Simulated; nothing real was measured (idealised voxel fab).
Process module, titled voxel lift off
The figure presents cross-section cut, which has a width of 220 nm and is divided into square cells with an edge length of 5 nm.
For the purposes of this document, a cross-section shall be understood as a grid of square cells, specified as bands listed in top-to-bottom order, each band consisting of one or more rows of cells. Top, bottom (nm), then materials left to right with widths (nm); lone material tagged "everywhere" fills the whole band edge to edge; "air" = empty space. Heights are expressed relative to 0, this being the level below which the as-received wafer comprises one material exclusively. The lowest band is unbounded in the downward direction and is denoted as in "0 and below". Width spec "30 to 40" -> top row of cells at first value, bottom row at second value, equal per-row change in between. Basically "nothing changed" means that step didn't change any cell in the cross-section. Heads up: "closed voids" only lists the empty pockets with no open path to the top that are 8 cells or more, and it writes them as width x height at distance, distance from the left edge, in nm. Anything after a step's settings on that line? It's the simulator's own note about the step. The "overlay nm" setting may appear on a step's line; for a step that uses a mask, it gives how far to the right of its planned position the mask lay, and a negative value indicates the left.

Here's what the planned process steps look like:
1,RECEIVE,material Si
2,CONFORMAL_DEP,material SiO2,thk nm 15
3,PATTERN,tone open,mask id LINES,material resist,width nm 15,pitch nm 40,thk nm 25,overlay nm 0
4,DIRECTIONAL_DEP,material Ru,thk nm 10
5,STRIP,etch materials resist
6,CONFORMAL_DEP,material SiCN,thk nm 10

What follows covers the first of two wafers; it ran as planned:

As-received wafer cross-section (after step 1):
- 0 and below: Si everywhere
- closed voids: none

Cross-section of the wafer after step 2:
- 15 down to 0: SiO2 everywhere
- Everything below 0 is unchanged.

Cross-section of the wafer after step 3:
- 40 down to 15: 60 resist | 15 air | 25 resist | 15 air | 25 resist | 15 air | 65 resist
- Everything below 15 is unchanged.

Cross-section of the wafer after step 4:
- 50 down to 40: 60 Ru | 15 air | 25 Ru | 15 air | 25 Ru | 15 air | 65 Ru
- 40 down to 25: 60 resist | 15 air | 25 resist | 15 air | 25 resist | 15 air | 65 resist
- 25 down to 15: 60 resist | 15 Ru | 25 resist | 15 Ru | 25 resist | 15 Ru | 65 resist
- Everything below 15 is unchanged.

Cross-section of the wafer after step 5:
- 25 down to 15: 60 air | 15 Ru | 25 air | 15 Ru | 25 air | 15 Ru | 65 air
- Everything below 15 is unchanged.

Cross-section of the wafer after step 6:
- 35 down to 25: 50 air | 35 SiCN | 5 air | 35 SiCN | 5 air | 35 SiCN | 55 air
- 25 down to 15: 60 SiCN | 15 Ru | 25 SiCN | 15 Ru | 25 SiCN | 15 Ru | 65 SiCN
- Everything below 15 is unchanged.

The second wafer began exactly as the first did and followed the same plan, but one mistake was made while running it; through step 1 inclusive, the two wafers are identical:

Second wafer: cross-section at the scheduled end of step 2:
- 30 down to 0: SiO2 everywhere
- Everything below 0 is unchanged.

Second wafer: cross-section at the scheduled end of step 3:
- 55 down to 30: 60 resist | 15 air | 25 resist | 15 air | 25 resist | 15 air | 65 resist
- Everything below 30 is unchanged.

Second wafer: cross-section at the scheduled end of step 4:
- 65 down to 55: 60 Ru | 15 air | 25 Ru | 15 air | 25 Ru | 15 air | 65 Ru
- 55 down to 40: 60 resist | 15 air | 25 resist | 15 air | 25 resist | 15 air | 65 resist
- 40 down to 30: 60 resist | 15 Ru | 25 resist | 15 Ru | 25 resist | 15 Ru | 65 resist
- Everything below 30 is unchanged.

Second wafer: cross-section at the scheduled end of step 5:
- 40 down to 30: 60 air | 15 Ru | 25 air | 15 Ru | 25 air | 15 Ru | 65 air
- Everything below 30 is unchanged.

Second wafer: cross-section at the scheduled end of step 6:
- 50 down to 40: 50 air | 35 SiCN | 5 air | 35 SiCN | 5 air | 35 SiCN | 55 air
- 40 down to 30: 60 SiCN | 15 Ru | 25 SiCN | 15 Ru | 25 SiCN | 15 Ru | 65 SiCN
- Everything below 30 is unchanged.
Error vs. plan: step 2 of the plan was executed twice over
Counted in cells at the end, the second wafer holds more or fewer of these materials than the first: SiO2: 132 more
